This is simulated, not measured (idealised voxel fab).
Presented below is a process module, voxel trench capacitor.
Square cells of 5 nm make up the cross-section cut, whose width is 265 nm.
Throughout this document, each cross-section is represented as a grid of square cells and is presented as a sequence of bands enumerated from the top downward, where a band comprises one or more rows of cells. Band: top height; bottom height; in nm. Then, left to right: material with width in nm, for each material. "throughout": a single material spanning edge to edge. "blank": empty space. Height 0 is the level under which the wafer as received is all one material. The lowest band goes on downwards, as in "0 down". Note: "30->40" means the width goes from the first number (top row of the band) to the second number (bottom row) in equal steps per row of cells. "remains unaltered" for a step: no cell of the cross-section changed in that step. What "Closed void list" gives you is every empty space of 8 cells or more that is cut off from the top. Each appears as width x height at distance, with the distance taken from the left edge and width, height and distance all in nm. On each step's line, the part that comes after the settings is the simulator's own comment on the step. overlay nm: on a step with a mask, how far right of its planned place the mask lay; negative means left.
The steps planned for the process are as follows
| 1 | RECEIVE [material Si] |
| 2 | CONFORMAL_DEP [material SiN] [thk nm 5] |
| 3 | DIRECTIONAL_DEP [material aC] [thk nm 15] |
| 4 | PATTERN [tone open] [mask id TRENCH] [material resist] [width nm 25] [pitch nm 55] [thk nm 35] [overlay nm 0] |
| 5 | DIRECTIONAL_ETCH [etch materials aC] [depth nm 15] |
| 6 | STRIP [etch materials resist] |
| 7 | DIRECTIONAL_ETCH [etch materials SiN] [depth nm 5] |
| 8 | DIRECTIONAL_ETCH [etch materials Si] [depth nm 40] |
| 9 | STRIP [etch materials aC] |
| 10 | CONFORMAL_DEP [material HfO2] [thk nm 5] |
| 11 | CONFORMAL_DEP [material TiN] [thk nm 5] |
| 12 | FILL_DEP [material W] [thk nm 5] |
| 13 | CMP [height nm -5] |
The wafers in this document start out alike and differ in the height nm applied at step 13; the plan shows the value used for the first wafer.
Cross-section: the first of several wafers in its as-received state, i.e. following step 1
- 0 down  Si throughout
- Closed void list: none
Cross-section of the first of several wafers once the module has run through its last step, step 13
- -5 to -30  Si 35 nm, HfO2 5 nm, TiN 5 nm, W 5 nm, TiN 5 nm, HfO2 5 nm, Si 30 nm, HfO2 5 nm, TiN 5 nm, W 5 nm, TiN 5 nm, HfO2 5 nm, Si 30 nm, HfO2 5 nm, TiN 5 nm, W 5 nm, TiN 5 nm, HfO2 5 nm, Si 30 nm, HfO2 5 nm, TiN 5 nm, W 5 nm, TiN 5 nm, HfO2 5 nm, Si 40 nm
- -30 to -35  Si 35 nm, HfO2 5 nm, TiN 15 nm, HfO2 5 nm, Si 30 nm, HfO2 5 nm, TiN 15 nm, HfO2 5 nm, Si 30 nm, HfO2 5 nm, TiN 15 nm, HfO2 5 nm, Si 30 nm, HfO2 5 nm, TiN 15 nm, HfO2 5 nm, Si 40 nm
- -35 to -40  Si 35 nm, HfO2 25 nm, Si 30 nm, HfO2 25 nm, Si 30 nm, HfO2 25 nm, Si 30 nm, HfO2 25 nm, Si 40 nm
- -40 down  Si throughout
- Closed void list: none
Cross-sectional depiction of the last of several wafers upon completion of the module
- 20 to 15  W throughout
- 15 to 10  TiN 45 nm, W 5 nm, TiN 50 nm, W 5 nm, TiN 50 nm, W 5 nm, TiN 50 nm, W 5 nm, TiN 50 nm
- 10 to 5  HfO2 40 nm, TiN 5 nm, W 5 nm, TiN 5 nm, HfO2 40 nm, TiN 5 nm, W 5 nm, TiN 5 nm, HfO2 40 nm, TiN 5 nm, W 5 nm, TiN 5 nm, HfO2 40 nm, TiN 5 nm, W 5 nm, TiN 5 nm, HfO2 45 nm
- 5 to 0  SiN 35 nm, HfO2 5 nm, TiN 5 nm, W 5 nm, TiN 5 nm, HfO2 5 nm, SiN 30 nm, HfO2 5 nm, TiN 5 nm, W 5 nm, TiN 5 nm, HfO2 5 nm, SiN 30 nm, HfO2 5 nm, TiN 5 nm, W 5 nm, TiN 5 nm, HfO2 5 nm, SiN 30 nm, HfO2 5 nm, TiN 5 nm, W 5 nm, TiN 5 nm, HfO2 5 nm, SiN 40 nm
- 0 to -30  Si 35 nm, HfO2 5 nm, TiN 5 nm, W 5 nm, TiN 5 nm, HfO2 5 nm, Si 30 nm, HfO2 5 nm, TiN 5 nm, W 5 nm, TiN 5 nm, HfO2 5 nm, Si 30 nm, HfO2 5 nm, TiN 5 nm, W 5 nm, TiN 5 nm, HfO2 5 nm, Si 30 nm, HfO2 5 nm, TiN 5 nm, W 5 nm, TiN 5 nm, HfO2 5 nm, Si 40 nm
- -30 to -35  Si 35 nm, HfO2 5 nm, TiN 15 nm, HfO2 5 nm, Si 30 nm, HfO2 5 nm, TiN 15 nm, HfO2 5 nm, Si 30 nm, HfO2 5 nm, TiN 15 nm, HfO2 5 nm, Si 30 nm, HfO2 5 nm, TiN 15 nm, HfO2 5 nm, Si 40 nm
- -35 to -40  Si 35 nm, HfO2 25 nm, Si 30 nm, HfO2 25 nm, Si 30 nm, HfO2 25 nm, Si 30 nm, HfO2 25 nm, Si 40 nm
- -40 down  Si throughout
- Closed void list: none
Heads up, this table goes wafer by wafer. A row tells you, at the end of the module, how many cells of each material that wafer has put on (+) or dropped (-) since it was received, and then its closed voids
height nm -5 | +68 HfO2 | -193 Si | +52 TiN | +20 W | Closed void list: none
height nm 0 | +76 HfO2 | -160 Si | +60 TiN | +24 W | Closed void list: none
height nm 5 | +84 HfO2 | -160 Si | +33 SiN | +68 TiN | +28 W | Closed void list: none
height nm 10 | +125 HfO2 | -160 Si | +33 SiN | +76 TiN | +32 W | Closed void list: none
height nm 15 | +125 HfO2 | -160 Si | +33 SiN | +125 TiN | +36 W | Closed void list: none
height nm 20 | +125 HfO2 | -160 Si | +33 SiN | +125 TiN | +89 W | Closed void list: none
